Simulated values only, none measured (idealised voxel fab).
Herein follows the process module entitled voxel self aligned vias.
Pictured: cross-section cut, 195 nm wide, on a grid of 5 nm square cells.
In this document a cross-section is written as a grid of square cells. It is given as a series of bands, listed from the top down, and a band is one or more rows of cells.
Heights first: top, then bottom, in nm. Then materials, left to right, each with a width in nm. "everywhere" on a single material: fills the band edge to edge. "air": empty space.
Ref level 0: as-received wafer is one material below here. Bottom band extends down with no lower bound ("from 0 down").
Graded width ("30..40"): value in top row of band = first number; value in bottom row = second number; row-to-row change constant.
Where the words "stayed the same" appear for a step, the cross-section shows no cell changed by that step; every cell remained as before.
"Listed closed voids": sealed empty spaces, 8 cells or more, no open way to top, listed width x height at distance, with distance from the left edge and width, height and distance in nm.
Step line, after settings: the simulator's comment on this step.
A step's line can hold "overlay nm"; with a mask on that step, the setting says how far right of the planned place the mask lay, while a negative setting says it lay to the left.

### The steps planned for the process are as follows
1) RECEIVE | material Si
2) CONFORMAL_DEP | material SiO2 | thk nm 10
3) CONFORMAL_DEP | material SiCN | thk nm 5
4) DIRECTIONAL_DEP | material SiO2 | thk nm 20
5) MASKED_ETCH | tone open | mask id LINES | width nm 25 | pitch nm 65 | etch materials SiO2 | depth nm 20 | overlay nm 0
6) CONFORMAL_DEP | material TiN | thk nm 5
7) FILL_DEP | material Ru | thk nm 5
8) CMP | height nm 35
9) SELECTIVE_ETCH | etch materials W Ru TiN | depth nm 5
10) FILL_DEP | material SiN | thk nm 5
11) CMP | height nm 35
12) DIRECTIONAL_DEP | material SiO2 | thk nm 15
13) DIRECTIONAL_DEP | material aC | thk nm 10
14) PATTERN | tone open | mask id VIAS | material resist | width nm 45 | thk nm 25 | overlay nm 0
15) DIRECTIONAL_ETCH | etch materials aC | depth nm 10
16) STRIP | etch materials resist
17) DIRECTIONAL_ETCH | etch materials SiO2 | depth nm 15
18) DIRECTIONAL_ETCH | etch materials SiN | depth nm 5
19) STRIP | etch materials aC
20) CONFORMAL_DEP | material TiN | thk nm 5
21) FILL_DEP | material Cu | thk nm 10
22) CMP | height nm 50
23) CONFORMAL_DEP | material SiCN | thk nm 5

### As received (post step 1): cross-section
* from 0 down  Si everywhere
* Listed closed voids: none

### Look at the cross-section after the module: the wafer started out the way shown above and the plan was the one shown above, yet one mistake was made along the way
* from 45 to 40  SiCN everywhere
* from 40 to 35  40 SiO2 | 15 TiN | 15 Cu | 15 TiN | 110 SiO2
* from 35 to 30  50 SiO2 | 25 TiN | 40 SiO2 | 25 SiN | 55 SiO2
* from 30 to 20  50 SiO2 | 5 TiN | 15 Ru | 5 TiN | 40 SiO2 | 5 TiN | 15 Ru | 5 TiN | 55 SiO2
* from 20 to 15  50 SiO2 | 25 TiN | 40 SiO2 | 25 TiN | 55 SiO2
* from 15 to 10  SiCN everywhere
* from 10 to 0  SiO2 everywhere
* from 0 down  Si everywhere
* Listed closed voids: none
What went wrong in running the wafer? it should be noted that step 22 was executed with settings other than those planned, the operation and settings actually applied being CMP | height nm 40
